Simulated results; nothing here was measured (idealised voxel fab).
Presented below is a process module, voxel transistor to metal.
Cross-sectional view cut (width: 185 nm; square cell size: 5 nm).
When this document writes out a cross-section, it uses a grid of square cells and lists it as bands, beginning at the top and moving down, with a band standing for one or more rows of cells.
This entry defines a band. It first specifies the height of the band's top and the height of its bottom in nm, and then specifies the band's materials from left to right, stating each material with its width in nm. The word "throughout" identifies a single material that fills the band from edge to edge, while the word "blank" identifies empty space.
Heights from 0 (as-received wafer is one material below). Bottom band endless downward, as "0 -> down".
It should be noted that a width expressed as "30->40" varies in equal increments from row to row of cells within the band, taking the value of the first number at the top row and that of the second number at the bottom row.
Any step labelled "remained the same" changed none of the cells in the cross-section.
Empty spaces without an open route to the top, at least 8 cells in extent, make up the entry "Enclosed void catalog"; each is given as width x height at distance, where the distance is measured from the left edge, and all are in nm.
On each step's line, the part that comes after the settings is the simulator's own comment on the step.
If you see "overlay nm" on a step's line and that step has a mask, it's telling you how far right of where it was planned the mask ended up; a negative number means it went left instead.
Planned step list for the process:
1. RECEIVE with material Si
2. OXIDIZE with depth nm 5
3. CONFORMAL_DEP with material SiN, thk nm 15
4. MASKED_ETCH with tone cover, mask id ACTIVE, width nm 130, etch materials SiN, depth nm 15, overlay nm 0
5. MASKED_ETCH with tone cover, mask id ACTIVE, width nm 130, etch materials SiO2, depth nm 5, overlay nm 0
6. MASKED_ETCH with tone cover, mask id ACTIVE, width nm 130, etch materials Si, depth nm 35, overlay nm 0
7. FILL_DEP with material SiO2, thk nm 10
8. CMP with height nm 15
9. SELECTIVE_ETCH with etch materials SiO2, depth nm 10
10. STRIP with etch materials SiN
11. SELECTIVE_ETCH with etch materials SiO2, depth nm 5
12. OXIDIZE with depth nm 5
13. DIRECTIONAL_DEP with material polySi, thk nm 25
14. DIRECTIONAL_DEP with material SiCN, thk nm 10
15. DIRECTIONAL_DEP with material aC, thk nm 15
16. PATTERN with tone cover, mask id GATE, material resist, width nm 30, thk nm 30, overlay nm 0
17. DIRECTIONAL_ETCH with etch materials aC, depth nm 15
18. STRIP with etch materials resist
19. DIRECTIONAL_ETCH with etch materials SiCN, depth nm 20
20. DIRECTIONAL_ETCH with etch materials polySi, depth nm 35
21. STRIP with etch materials aC
22. CONFORMAL_DEP with material SiO2, thk nm 5
23. DIRECTIONAL_ETCH with etch materials SiO2, depth nm 5
24. CONFORMAL_DEP with material SiN, thk nm 10
25. DIRECTIONAL_ETCH with etch materials SiN, depth nm 10
26. DIRECTIONAL_ETCH with etch materials SiO2, depth nm 5
27. DIRECTIONAL_ETCH with etch materials Si, depth nm 5
28. EPI with material pSi, thk nm 5
29. FILL_DEP with material SiO2, thk nm 10
30. CMP with height nm 20
31. STRIP with etch materials polySi
32. SELECTIVE_ETCH with etch materials SiO2, depth nm 5
33. CONFORMAL_DEP with material HfO2, thk nm 5
34. CONFORMAL_DEP with material TiN, thk nm 5
35. FILL_DEP with material W, thk nm 5
36. CMP with height nm 15
37. DIRECTIONAL_DEP with material SiO2, thk nm 10
38. PATTERN with tone open, mask id CONTACT, material resist, width nm 20, pitch nm 90, thk nm 20, overlay nm 0
39. DIRECTIONAL_ETCH with etch materials SiO2, depth nm 35
40. STRIP with etch materials resist
41. CONFORMAL_DEP with material TiN, thk nm 5
42. FILL_DEP with material Ru, thk nm 5
43. CMP with height nm 25
44. DIRECTIONAL_DEP with material TiN, thk nm 5
45. DIRECTIONAL_DEP with material Ru, thk nm 20
46. MASKED_ETCH with tone cover, mask id METAL_1, width nm 20, pitch nm 90, etch materials Ru, depth nm 20, overlay nm 0
47. MASKED_ETCH with tone cover, mask id METAL_1, width nm 20, pitch nm 90, etch materials TiN, depth nm 5, overlay nm 0
48. FILL_DEP with material SiO2, thk nm 5
49. CMP with height nm 50
50. CONFORMAL_DEP with material SiN, thk nm 5
Incoming wafer, cross-sectional view, post step 1:
> 0 -> down = Si throughout
> Enclosed void catalog: none
Looking at the first of two wafers in cross-section at end of module - ran to plan:
> 55 -> 50 = SiN throughout
> 50 -> 30 = 35 of SiO2, 20 of Ru, 70 of SiO2, 20 of Ru, 40 of SiO2
> 30 -> 25 = 35 of SiO2, 20 of TiN, 70 of SiO2, 20 of TiN, 40 of SiO2
> 25 -> 15 = 35 of SiO2, 5 of TiN, 10 of Ru, 5 of TiN, 70 of SiO2, 5 of TiN, 10 of Ru, 5 of TiN, 40 of SiO2
> 15 -> 0 = 35 of SiO2, 5 of TiN, 10 of Ru, 5 of TiN, 5 of SiO2, 10 of SiN, 5 of HfO2, 5 of TiN, 20 of W, 5 of TiN, 5 of HfO2, 10 of SiN, 5 of SiO2, 5 of TiN, 10 of Ru, 5 of TiN, 40 of SiO2
> 0 -> -5 = 25 of SiO2, 10 of SiN, 10 of TiN, 5 of Ru, 5 of TiN, 5 of SiO2, 10 of SiN, 5 of HfO2, 30 of TiN, 5 of HfO2, 10 of SiN, 5 of SiO2, 5 of TiN, 5 of Ru, 10 of TiN, 10 of SiN, 30 of SiO2
> -5 -> -10 = 35 of SiO2, 5 of pSi, 15 of TiN, 5 of pSi, 10 of SiO2, 40 of HfO2, 10 of SiO2, 5 of pSi, 15 of TiN, 5 of pSi, 40 of SiO2
> -10 -> -15 = 25 of SiO2, 10 of Si, 25 of pSi, 60 of Si, 25 of pSi, 10 of Si, 30 of SiO2
> -15 -> -40 = 25 of SiO2, 130 of Si, 30 of SiO2
> -40 -> down = Si throughout
> Enclosed void catalog: none
Wafer two, sectioned after the module: the first wafer's start, the first wafer's plan, and one mistake in how it was run:
> 55 -> 50 = SiN throughout
> 50 -> 30 = 35 of SiO2, 20 of Ru, 70 of SiO2, 20 of Ru, 40 of SiO2
> 30 -> 25 = 35 of SiO2, 20 of TiN, 70 of SiO2, 20 of TiN, 40 of SiO2
> 25 -> 15 = 35 of SiO2, 5 of TiN, 10 of Ru, 5 of TiN, 70 of SiO2, 5 of TiN, 10 of Ru, 5 of TiN, 40 of SiO2
> 15 -> 0 = 35 of SiO2, 5 of TiN, 10 of Ru, 5 of TiN, 5 of SiO2, 10 of SiN, 5 of HfO2, 5 of TiN, 20 of W, 5 of TiN, 5 of HfO2, 10 of SiN, 5 of SiO2, 5 of TiN, 10 of Ru, 5 of TiN, 40 of SiO2
> 0 -> -5 = 15 of SiO2, 10 of SiN, 10 of SiO2, 5 of TiN, 10 of Ru, 5 of TiN, 5 of SiO2, 10 of SiN, 5 of HfO2, 30 of TiN, 5 of HfO2, 10 of SiN, 5 of SiO2, 5 of TiN, 10 of Ru, 5 of TiN, 10 of SiO2, 10 of SiN, 20 of SiO2
> -5 -> -10 = 15 of SiO2, 5 of SiN, 15 of SiO2, 20 of TiN, 5 of pSi, 10 of SiO2, 40 of HfO2, 10 of SiO2, 5 of pSi, 20 of TiN, 15 of SiO2, 5 of SiN, 20 of SiO2
> -10 -> -15 = 15 of SiO2, 5 of SiN, 10 of SiO2, 30 of pSi, 60 of Si, 30 of pSi, 10 of SiO2, 5 of SiN, 20 of SiO2
> -15 -> -20 = 30 of SiO2, 120 of Si, 35 of SiO2
> -20 -> -40 = 25 of SiO2, 130 of Si, 30 of SiO2
> -40 -> down = Si throughout
> Enclosed void catalog: none
Run error: steps 9 and 10 traded places in the executed sequence
Materials where the second wafer ends with more or fewer cells than the first: +2 Ru, -6 Si, +4 SiN
